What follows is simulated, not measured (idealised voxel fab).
The document below concerns the process module designated voxel transistor to metal.
We display cut, a cross-section 175 nm in width whose square cells are each 5 nm.
Think of the cross-section as a grid of square cells. We describe it in bands, top to bottom, and each band covers one or more rows of those cells.
Band: top height; bottom height; in nm. Then, left to right: material with width in nm, for each material. "all across": a single material spanning edge to edge. "blank": empty space.
Height datum 0, below which the as-received substrate wafer is one material. Lowest band open at the bottom, running downward: "0 and below".
The two numbers in a width such as "30..40" mark its ends across the band: the first belongs to the top row of cells, the second to the bottom row, and from each row to the next the width moves by the same amount.
Where a step carries "nothing got changed", the cross-section came out of it unchanged, cell for cell.
Empty spaces without an open route to the top, at least 8 cells in extent, make up the entry "Sealed voids"; each is given as width x height at distance, where the distance is measured from the left edge, and all are in nm.
Whatever follows a step's settings on its line is a remark the simulator itself makes about that step.
overlay nm: right-of-plan distance of the mask on a masked step; negative values mean left-of-plan.

-- Steps planned for the process
- 1: RECEIVE, material Si
- 2: OXIDIZE, depth nm 5
- 3: CONFORMAL_DEP, material SiN, thk nm 15
- 4: MASKED_ETCH, tone cover, mask id ACTIVE, width nm 125, etch materials SiN, depth nm 15, overlay nm 0
- 5: MASKED_ETCH, tone cover, mask id ACTIVE, width nm 125, etch materials SiO2, depth nm 5, overlay nm 0
- 6: MASKED_ETCH, tone cover, mask id ACTIVE, width nm 125, etch materials Si, depth nm 20, overlay nm 0
- 7: OXIDIZE, depth nm 5
- 8: FILL_DEP, material SiO2, thk nm 5
- 9: CMP, height nm 15
- 10: SELECTIVE_ETCH, etch materials SiO2, depth nm 10
- 11: STRIP, etch materials SiN
- 12: SELECTIVE_ETCH, etch materials SiO2, depth nm 5
- 13: OXIDIZE, depth nm 5
- 14: DIRECTIONAL_DEP, material polySi, thk nm 30
- 15: DIRECTIONAL_DEP, material SiCN, thk nm 15
- 16: MASKED_ETCH, tone cover, mask id GATE, width nm 25, etch materials SiCN, depth nm 25, overlay nm 0
- 17: MASKED_ETCH, tone cover, mask id GATE, width nm 25, etch materials polySi, depth nm 40, overlay nm 0
- 18: CONFORMAL_DEP, material SiN, thk nm 5
- 19: DIRECTIONAL_ETCH, etch materials SiN, depth nm 5
- 20: DIRECTIONAL_ETCH, etch materials SiO2, depth nm 5
- 21: DIRECTIONAL_ETCH, etch materials Si, depth nm 10
- 22: EPI, material nSi, thk nm 15
- 23: FILL_DEP, material SiO2, thk nm 5
- 24: CMP, height nm 25
- 25: STRIP, etch materials polySi
- 26: SELECTIVE_ETCH, etch materials SiO2, depth nm 5
- 27: CONFORMAL_DEP, material HfO2, thk nm 5
- 28: CONFORMAL_DEP, material TiN, thk nm 5
- 29: FILL_DEP, material W, thk nm 5
- 30: CMP, height nm 20
- 31: DIRECTIONAL_DEP, material SiO2, thk nm 15
- 32: DIRECTIONAL_DEP, material aC, thk nm 10
- 33: PATTERN, tone open, mask id CONTACT, material resist, width nm 20, pitch nm 85, thk nm 30, overlay nm 0
- 34: DIRECTIONAL_ETCH, etch materials aC, depth nm 10
- 35: STRIP, etch materials resist
- 36: DIRECTIONAL_ETCH, etch materials SiO2, depth nm 40
- 37: STRIP, etch materials aC
- 38: CONFORMAL_DEP, material TiN, thk nm 5
- 39: FILL_DEP, material W, thk nm 5
- 40: CMP, height nm 35
- 41: DIRECTIONAL_DEP, material TiN, thk nm 5
- 42: DIRECTIONAL_DEP, material Ru, thk nm 15
- 43: MASKED_ETCH, tone cover, mask id METAL_1, width nm 20, pitch nm 85, etch materials Ru, depth nm 15, overlay nm 0
- 44: MASKED_ETCH, tone cover, mask id METAL_1, width nm 20, pitch nm 85, etch materials TiN, depth nm 5, overlay nm 0
- 45: FILL_DEP, material SiO2, thk nm 10
- 46: CMP, height nm 55
- 47: CONFORMAL_DEP, material SiCN, thk nm 5
- 48: DIRECTIONAL_DEP, material SiO2, thk nm 25
- 49: MASKED_ETCH, tone open, mask id METAL_2_HOLES, width nm 15, pitch nm 85, etch materials SiO2, depth nm 25, overlay nm 0
- 50: DIRECTIONAL_DEP, material aC, thk nm 15
- 51: PATTERN, tone open, mask id METAL_2, material resist, width nm 20, pitch nm 85, thk nm 35, overlay nm 0
- 52: DIRECTIONAL_ETCH, etch materials aC, depth nm 15
- 53: STRIP, etch materials resist
- 54: DIRECTIONAL_ETCH, etch materials SiO2, depth nm 15
- 55: DIRECTIONAL_ETCH, etch materials SiCN, depth nm 5
- 56: STRIP, etch materials aC
- 57: CONFORMAL_DEP, material TiN, thk nm 5
- 58: FILL_DEP, material Ru, thk nm 5
- 59: CMP, height nm 85
- 60: CONFORMAL_DEP, material SiCN, thk nm 5

-- Cross-section: wafer on arrival = after step 1
* 0 and below  Si all across
* Sealed voids: none

-- Cross-section at module end, one run error; start and plan unchanged from above
* 90 down to 85  SiCN all across
* 85 down to 75  35 nm SiO2 / 5 nm TiN / 10 nm Ru / 5 nm TiN / 65 nm SiO2 / 5 nm TiN / 10 nm Ru / 5 nm TiN / 35 nm SiO2
* 75 down to 70  35 nm SiO2 / 5 nm TiN / 5 nm Ru / 10 nm TiN / 65 nm SiO2 / 5 nm TiN / 5 nm Ru / 10 nm TiN / 35 nm SiO2
* 70 down to 60  35 nm SiO2 / 5 nm TiN / 5 nm Ru / 5 nm TiN / 70 nm SiO2 / 5 nm TiN / 5 nm Ru / 5 nm TiN / 40 nm SiO2
* 60 down to 55  35 nm SiCN / 15 nm TiN / 70 nm SiCN / 15 nm TiN / 40 nm SiCN
* 55 down to 40  35 nm SiO2 / 20 nm Ru / 65 nm SiO2 / 20 nm Ru / 35 nm SiO2
* 40 down to 35  35 nm SiO2 / 20 nm TiN / 65 nm SiO2 / 20 nm TiN / 35 nm SiO2
* 35 down to 20  35 nm SiO2 / 5 nm TiN / 10 nm W / 5 nm TiN / 65 nm SiO2 / 5 nm TiN / 10 nm W / 5 nm TiN / 35 nm SiO2
* 20 down to 0  35 nm SiO2 / 5 nm TiN / 10 nm W / 5 nm TiN / 15 nm SiO2 / 5 nm SiN / 5 nm HfO2 / 5 nm TiN / 5 nm W / 5 nm TiN / 5 nm HfO2 / 5 nm SiN / 15 nm SiO2 / 5 nm TiN / 10 nm W / 5 nm TiN / 35 nm SiO2
* 0 down to -5  20 nm SiO2 / 5 nm SiN / 10 nm SiO2 / 20 nm TiN / 15 nm SiO2 / 5 nm SiN / 5 nm HfO2 / 15 nm TiN / 5 nm HfO2 / 5 nm SiN / 15 nm SiO2 / 20 nm TiN / 10 nm SiO2 / 5 nm SiN / 20 nm SiO2
* -5 down to -10  25 nm SiO2 / 45 nm nSi / 35 nm HfO2 / 45 nm nSi / 25 nm SiO2
* -10 down to -30  30 nm SiO2 / 115 nm Si / 30 nm SiO2
* -30 and below  Si all across
* Sealed voids: none
In executing the process, a mistake was made relative to the plan: step 22 occupied the plan position of step 21, and the converse holds as well
